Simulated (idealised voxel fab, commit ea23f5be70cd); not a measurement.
The name of this process module is voxel transistor to metal.
Xsec cut, 195 nm wide, square cell size 5 nm.
Cross-sections here: square-cell grids, written as top-down lists of bands, a band being one or more rows of cells.
It is stipulated that each band's entry specify, in nanometres, the height of the top of the band and then that of its bottom, followed by the materials of the band in left-to-right sequence, each together with its width in nanometres. A single material marked by the word "all across" is understood to fill the band from edge to edge; the word "air" is understood to denote empty space.
It should be noted that heights are counted from 0, beneath which the wafer as supplied is of one material throughout, and that the lowest band possesses no lower boundary but continues downward, as written in "0 nm and below".
Quick explanation for "30 to 40": the width changes in equal steps down the rows of cells, from the first number in the band's top row to the second number in its bottom row.
What does "stayed the same" mean for a step? It means no cell of the cross-section changed in that step.
Reported under the label "Enclosed internal cavities" are the empty spaces having no open way to the top and comprising 8 cells or more; the notation for each is width x height at distance, in which the distance is measured from the left edge and all three values are in nm.
It should be noted that, on the line of a given step, the content following the step's settings is a remark produced by the simulator itself with respect to that step.
overlay nm: right-of-plan distance of the mask on a masked step; negative values mean left-of-plan.
THE FOLLOWING LIST GIVES THE PLANNED PROCESS STEPS
| 1 | RECEIVE (material Si) |
| 2 | CONFORMAL_DEP (material SiO2; thk nm 5) |
| 3 | CONFORMAL_DEP (material SiN; thk nm 10) |
| 4 | DIRECTIONAL_DEP (material aC; thk nm 10) |
| 5 | PATTERN (tone cover; mask id ACTIVE; material resist; width nm 115; thk nm 25; overlay nm 0) |
| 6 | DIRECTIONAL_ETCH (etch materials aC; depth nm 10) |
| 7 | STRIP (etch materials resist) |
| 8 | DIRECTIONAL_ETCH (etch materials SiN; depth nm 10) |
| 9 | DIRECTIONAL_ETCH (etch materials SiO2; depth nm 5) |
| 10 | DIRECTIONAL_ETCH (etch materials Si; depth nm 25) |
| 11 | STRIP (etch materials aC) |
| 12 | FILL_DEP (material SiO2; thk nm 5) |
| 13 | CMP (height nm 15) |
| 14 | SELECTIVE_ETCH (etch materials SiO2; depth nm 10) |
| 15 | STRIP (etch materials SiN) |
| 16 | SELECTIVE_ETCH (etch materials SiO2; depth nm 5) |
| 17 | OXIDIZE (depth nm 5) |
| 18 | DIRECTIONAL_DEP (material polySi; thk nm 25) |
| 19 | DIRECTIONAL_DEP (material SiCN; thk nm 15) |
| 20 | MASKED_ETCH (tone cover; mask id GATE; width nm 25; etch materials SiCN; depth nm 25; overlay nm 0) |
| 21 | MASKED_ETCH (tone cover; mask id GATE; width nm 25; etch materials polySi; depth nm 35; overlay nm 0) |
| 22 | CONFORMAL_DEP (material SiO2; thk nm 5) |
| 23 | DIRECTIONAL_ETCH (etch materials SiO2; depth nm 5) |
| 24 | CONFORMAL_DEP (material SiN; thk nm 10) |
| 25 | DIRECTIONAL_ETCH (etch materials SiN; depth nm 10) |
| 26 | DIRECTIONAL_ETCH (etch materials SiO2; depth nm 5) |
| 27 | DIRECTIONAL_ETCH (etch materials Si; depth nm 5) |
| 28 | EPI (material SiGe; thk nm 10) |
| 29 | FILL_DEP (material SiO2; thk nm 5) |
| 30 | CMP (height nm 25) |
| 31 | STRIP (etch materials polySi) |
| 32 | SELECTIVE_ETCH (etch materials SiO2; depth nm 5) |
| 33 | CONFORMAL_DEP (material HfO2; thk nm 5) |
| 34 | CONFORMAL_DEP (material TiN; thk nm 5) |
| 35 | FILL_DEP (material W; thk nm 5) |
| 36 | CMP (height nm 20) |
| 37 | DIRECTIONAL_DEP (material SiO2; thk nm 10) |
| 38 | MASKED_ETCH (tone open; mask id CONTACT; width nm 20; pitch nm 75; etch materials SiO2; depth nm 30; overlay nm 0) |
| 39 | CONFORMAL_DEP (material TiN; thk nm 5) |
| 40 | FILL_DEP (material W; thk nm 5) |
| 41 | CMP (height nm 30) |
| 42 | CONFORMAL_DEP (material SiCN; thk nm 5) |
| 43 | DIRECTIONAL_DEP (material SiO2; thk nm 15) |
| 44 | DIRECTIONAL_DEP (material aC; thk nm 15) |
| 45 | PATTERN (tone open; mask id METAL_1; material resist; width nm 20; pitch nm 75; thk nm 30; overlay nm 0) |
| 46 | DIRECTIONAL_ETCH (etch materials aC; depth nm 15) |
| 47 | STRIP (etch materials resist) |
| 48 | DIRECTIONAL_ETCH (etch materials SiO2; depth nm 15) |
| 49 | DIRECTIONAL_ETCH (etch materials SiCN; depth nm 5) |
| 50 | STRIP (etch materials aC) |
| 51 | CONFORMAL_DEP (material TiN; thk nm 5) |
| 52 | FILL_DEP (material Ru; thk nm 5) |
| 53 | CMP (height nm 50) |
| 54 | CONFORMAL_DEP (material SiN; thk nm 5) |
SHOWN IN CROSS-SECTION IS THE WAFER AS RECEIVED, THAT IS, AS IT STANDS AFTER STEP 1
> 0 nm and below = Si all across
> Enclosed internal cavities: none
THE FOLLOWING CROSS-SECTION DEPICTS THE WAFER UPON CONCLUSION OF THE MODULE. PROCESSING COMMENCED FROM THE STARTING CONDITION ILLUSTRATED ABOVE AND ADHERED TO THE PLAN ILLUSTRATED ABOVE, SAVE FOR ONE MISTAKE IN EXECUTION
> 55 nm to 50 nm = SiN all across
> 50 nm to 35 nm = 50 nm SiO2 | 5 nm TiN | 10 nm Ru | 5 nm TiN | 55 nm SiO2 | 5 nm TiN | 10 nm Ru | 5 nm TiN | 50 nm SiO2
> 35 nm to 30 nm = 50 nm SiCN | 5 nm TiN | 10 nm Ru | 5 nm TiN | 55 nm SiCN | 5 nm TiN | 10 nm Ru | 5 nm TiN | 50 nm SiCN
> 30 nm to 20 nm = 50 nm SiO2 | 5 nm TiN | 10 nm Ru | 5 nm TiN | 55 nm SiO2 | 5 nm TiN | 10 nm Ru | 5 nm TiN | 50 nm SiO2
> 20 nm to 10 nm = 50 nm SiO2 | 5 nm TiN | 10 nm Ru | 5 nm TiN | 10 nm SiN | 5 nm HfO2 | 5 nm TiN | 15 nm W | 5 nm TiN | 5 nm HfO2 | 10 nm SiN | 5 nm TiN | 10 nm Ru | 5 nm TiN | 50 nm SiO2
> 10 nm to 5 nm = 50 nm SiO2 | 20 nm TiN | 10 nm SiN | 5 nm HfO2 | 5 nm TiN | 15 nm W | 5 nm TiN | 5 nm HfO2 | 10 nm SiN | 20 nm TiN | 50 nm SiO2
> 5 nm to 0 nm = 50 nm SiO2 | 10 nm TiN | 10 nm SiGe | 10 nm SiN | 5 nm HfO2 | 25 nm TiN | 5 nm HfO2 | 10 nm SiN | 10 nm SiGe | 10 nm TiN | 50 nm SiO2
> 0 nm to -5 nm = 35 nm SiO2 | 35 nm SiGe | 10 nm SiO2 | 35 nm HfO2 | 10 nm SiO2 | 35 nm SiGe | 35 nm SiO2
> -5 nm to -10 nm = 40 nm SiO2 | 30 nm SiGe | 55 nm Si | 30 nm SiGe | 40 nm SiO2
> -10 nm to -25 nm = 40 nm SiO2 | 115 nm Si | 40 nm SiO2
> -25 nm and below = Si all across
> Enclosed internal cavities: none
What went wrong in running the wafer? step 50 was not run as planned; what actually ran was STRIP (etch materials TiN)
